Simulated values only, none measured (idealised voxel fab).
process module | voxel self aligned vias
cross-section cut | 260 nm wide | cells 5 nm
A cross-section is a grid of square cells, given in bands from the top down. A band is one or more rows of cells.
Each band's line starts with the height of the band's top and of its bottom, in nm. Then come its materials from left to right, each with its width in nm. One material with "throughout" fills the band from edge to edge. "air" is empty space.
Height 0 is the level under which the wafer as received is all one material. The lowest band goes on downwards, as in "0 down".
A width such as "30 to 40" changes by the same amount from each row of cells to the next, from the band's top row to its bottom row.
"no change" after a step means that no cell of the cross-section changed.
closed voids: empty space of 8 cells or more with no open way to the top, each as width x height at its distance from the left edge, in nm
after a step's settings: what the simulator itself notes on the step
overlay nm, on a step with a mask: how far to the right of its planned place the mask lay; to the left if negative
plan
1 op RECEIVE | material Si
2 op CONFORMAL_DEP | material SiO2 | thk nm 15
3 op CONFORMAL_DEP | material SiCN | thk nm 5
4 op DIRECTIONAL_DEP | material SiO2 | thk nm 20
5 op DIRECTIONAL_DEP | material aC | thk nm 10
6 op PATTERN | tone open | mask id LINES | material resist | width nm 30 | pitch nm 60 | thk nm 25 | overlay nm 0
7 op DIRECTIONAL_ETCH | etch materials aC | depth nm 10
8 op STRIP | etch materials resist
9 op DIRECTIONAL_ETCH | etch materials SiO2 | depth nm 20
10 op STRIP | etch materials aC
11 op CONFORMAL_DEP | material TiN | thk nm 5
12 op FILL_DEP | material Ru | thk nm 5
13 op CMP | height nm 40
14 op SELECTIVE_ETCH | etch materials W Ru TiN | depth nm 5
15 op FILL_DEP | material SiN | thk nm 10
16 op CMP | height nm 40
17 op DIRECTIONAL_DEP | material SiO2 | thk nm 15
18 op MASKED_ETCH | tone open | mask id VIAS | width nm 40 | pitch nm 120 | etch materials SiO2 | depth nm 15 | overlay nm 0
19 op MASKED_ETCH | tone open | mask id VIAS | width nm 40 | pitch nm 120 | etch materials SiN | depth nm 5 | overlay nm 0
20 op CONFORMAL_DEP | material TiN | thk nm 5
21 op FILL_DEP | material Ru | thk nm 10
22 op CMP | height nm 55
23 op CONFORMAL_DEP | material SiN | thk nm 5
as received, after step 1
  0 down: Si throughout
  closed voids: none
first wafer at the end, as planned
  60 to 55: SiN throughout
  55 to 45: SiO2 50 | TiN 5 | Ru 30 | TiN 5 | SiO2 80 | TiN 5 | Ru 30 | TiN 5 | SiO2 50
  45 to 40: SiO2 50 | TiN 10 | Ru 20 | TiN 10 | SiO2 80 | TiN 10 | Ru 20 | TiN 10 | SiO2 50
  40 to 35: SiO2 55 | TiN 30 | SiO2 30 | SiN 30 | SiO2 30 | TiN 30 | SiO2 55
  35 to 25: SiO2 55 | TiN 5 | Ru 20 | TiN 5 | SiO2 30 | TiN 5 | Ru 20 | TiN 5 | SiO2 30 | TiN 5 | Ru 20 | TiN 5 | SiO2 55
  25 to 20: SiO2 55 | TiN 30 | SiO2 30 | TiN 30 | SiO2 30 | TiN 30 | SiO2 55
  20 to 15: SiCN throughout
  15 to 0: SiO2 throughout
  0 down: Si throughout
  closed voids: none
second wafer at the end: like start, like plan, one mistake
  60 to 55: SiN throughout
  55 to 45: Ru 45 | TiN 5 | SiO2 40 | TiN 5 | Ru 70 | TiN 5 | SiO2 40 | TiN 5 | Ru 45
  45 to 40: TiN 50 | SiO2 40 | TiN 80 | SiO2 40 | TiN 50
  40 to 35: SiO2 55 | SiN 30 | SiO2 30 | SiN 30 | SiO2 30 | SiN 30 | SiO2 55
  35 to 25: SiO2 55 | TiN 5 | Ru 20 | TiN 5 | SiO2 30 | TiN 5 | Ru 20 | TiN 5 | SiO2 30 | TiN 5 | Ru 20 | TiN 5 | SiO2 55
  25 to 20: SiO2 55 | TiN 30 | SiO2 30 | TiN 30 | SiO2 30 | TiN 30 | SiO2 55
  20 to 15: SiCN throughout
  15 to 0: SiO2 throughout
  0 down: Si throughout
  closed voids: none
what went wrong: step 18 ran as: op MASKED_ETCH | tone cover | mask id VIAS | width nm 40 | pitch nm 120 | etch materials SiO2 | depth nm 15 | overlay nm 0
at the end the second wafer has, in cells: 32 more of Ru | 12 more of SiN | 60 fewer of SiO2 | 16 more of TiN
